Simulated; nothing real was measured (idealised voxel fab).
process module | voxel wiring stack
cross-section cut | 160 nm wide | cells 5 nm
A cross-section is a grid of square cells, given in bands from the top down. A band is one or more rows of cells.
Each band's line starts with the height of the band's top and of its bottom, in nm. Then come its materials from left to right, each with its width in nm. One material with "throughout" fills the band from edge to edge. "air" is empty space.
Height 0 is the level under which the wafer as received is all one material. The lowest band goes on downwards, as in "0 down".
A width such as "30 to 40" changes by the same amount from each row of cells to the next, from the band's top row to its bottom row.
"no change" after a step means that no cell of the cross-section changed.
closed voids: empty space of 8 cells or more with no open way to the top, each as width x height at its distance from the left edge, in nm
after a step's settings: what the simulator itself notes on the step
overlay nm, on a step with a mask: how far to the right of its planned place the mask lay; to the left if negative
Each pair below shows a cross-section before one step and the cross-section after it, down to the lowest band that changed. The line under each pair gives the step between them, with its settings. The pairs can come from different runs of this module on the same starting wafer, so a pair continues from the pair above only where its "before" says so.
before
  130 to 95: resist 20 | air 25 | resist 20 | air 25 | resist 20 | air 25 | resist 25
  95 to 80: aC 20 | air 15 | aC 75 | air 15 | aC 35
  80 to 65: SiO2 20 | air 15 | SiO2 75 | air 15 | SiO2 35
  65 to 50: SiO2 20 | aC 15 | SiO2 75 | aC 15 | SiO2 35
  50 to 45: SiCN throughout
  45 to 20: W 15 | TiN 5 | SiO2 25 | TiN 5 | W 10 | TiN 5 | SiO2 25 | TiN 5 | W 10 | TiN 5 | SiO2 25 | TiN 5 | W 20
  20 to 15: TiN 20 | SiN 25 | TiN 20 | SiN 25 | TiN 20 | SiN 25 | TiN 25
  15 to 0: SiO2 throughout
  0 down: Si throughout
  closed voids: none
after
  115 to 95: resist 20 | air 25 | resist 20 | air 25 | resist 20 | air 25 | resist 25
  95 to 80: aC 20 | air 25 | aC 20 | air 25 | aC 20 | air 25 | aC 25
  80 to 50: SiO2 20 | air 15 | SiO2 75 | air 15 | SiO2 35
  below 50: unchanged
  closed voids: none
the step between: op DIRECTIONAL_ETCH | etch materials aC | depth nm 15
before: the cross-section after the pair above
after
  95 to 80: aC 20 | air 25 | aC 20 | air 25 | aC 20 | air 25 | aC 25
  below 80: unchanged
  closed voids: none
the step between: op STRIP | etch materials resist
before: the cross-section after the pair above
after
  95 to 80: aC 20 | air 25 | aC 20 | air 25 | aC 20 | air 25 | aC 25
  80 to 65: SiO2 20 | air 25 | SiO2 20 | air 25 | SiO2 20 | air 25 | SiO2 25
  below 65: unchanged
  closed voids: none
the step between: op DIRECTIONAL_ETCH | etch materials SiO2 | depth nm 15
before: the cross-section after the pair above
after
  95 to 80: aC 20 | air 25 | aC 20 | air 25 | aC 20 | air 25 | aC 25
  80 to 65: SiO2 20 | air 25 | SiO2 20 | air 25 | SiO2 20 | air 25 | SiO2 25
  65 to 50: SiO2 20 | air 15 | SiO2 75 | air 15 | SiO2 35
  50 to 45: SiCN 20 | air 15 | SiCN 75 | air 15 | SiCN 35
  below 45: unchanged
  closed voids: none
the step between: op DIRECTIONAL_ETCH | etch materials SiCN | depth nm 5
before: the cross-section after the pair above
after
  80 to 65: SiO2 20 | air 25 | SiO2 20 | air 25 | SiO2 20 | air 25 | SiO2 25
  below 65: unchanged
  closed voids: none
the step between: op STRIP | etch materials aC
before: the cross-section after the pair above
after
  85 to 80: TiN 25 | air 15 | TiN 30 | air 15 | TiN 30 | air 15 | TiN 30
  80 to 70: SiO2 20 | TiN 5 | air 15 | TiN 5 | SiO2 20 | TiN 5 | air 15 | TiN 5 | SiO2 20 | TiN 5 | air 15 | TiN 5 | SiO2 25
  70 to 65: SiO2 20 | TiN 5 | air 5 | TiN 15 | SiO2 20 | TiN 25 | SiO2 20 | TiN 5 | air 5 | TiN 15 | SiO2 25
  65 to 50: SiO2 20 | TiN 5 | air 5 | TiN 5 | SiO2 75 | TiN 5 | air 5 | TiN 5 | SiO2 35
  50 to 45: SiCN 20 | TiN 15 | SiCN 75 | TiN 15 | SiCN 35
  below 45: unchanged
  closed voids: none
the step between: op CONFORMAL_DEP | material TiN | thk nm 5
before: the cross-section after the pair above
after
  95 to 85: Cu throughout
  85 to 80: TiN 25 | Cu 15 | TiN 30 | Cu 15 | TiN 30 | Cu 15 | TiN 30
  80 to 70: SiO2 20 | TiN 5 | Cu 15 | TiN 5 | SiO2 20 | TiN 5 | Cu 15 | TiN 5 | SiO2 20 | TiN 5 | Cu 15 | TiN 5 | SiO2 25
  70 to 65: SiO2 20 | TiN 5 | Cu 5 | TiN 15 | SiO2 20 | TiN 25 | SiO2 20 | TiN 5 | Cu 5 | TiN 15 | SiO2 25
  65 to 50: SiO2 20 | TiN 5 | Cu 5 | TiN 5 | SiO2 75 | TiN 5 | Cu 5 | TiN 5 | SiO2 35
  below 50: unchanged
  closed voids: none
the step between: op FILL_DEP | material Cu | thk nm 10
before: the cross-section after the pair above
after
  80 to 70: SiO2 20 | TiN 5 | Cu 15 | TiN 5 | SiO2 20 | TiN 5 | Cu 15 | TiN 5 | SiO2 20 | TiN 5 | Cu 15 | TiN 5 | SiO2 25
  below 70: unchanged
  closed voids: none
the step between: op CMP | height nm 80
before: the cross-section after the pair above
after
  85 to 80: SiCN throughout
  below 80: unchanged
  closed voids: none
the step between: op CONFORMAL_DEP | material SiCN | thk nm 5
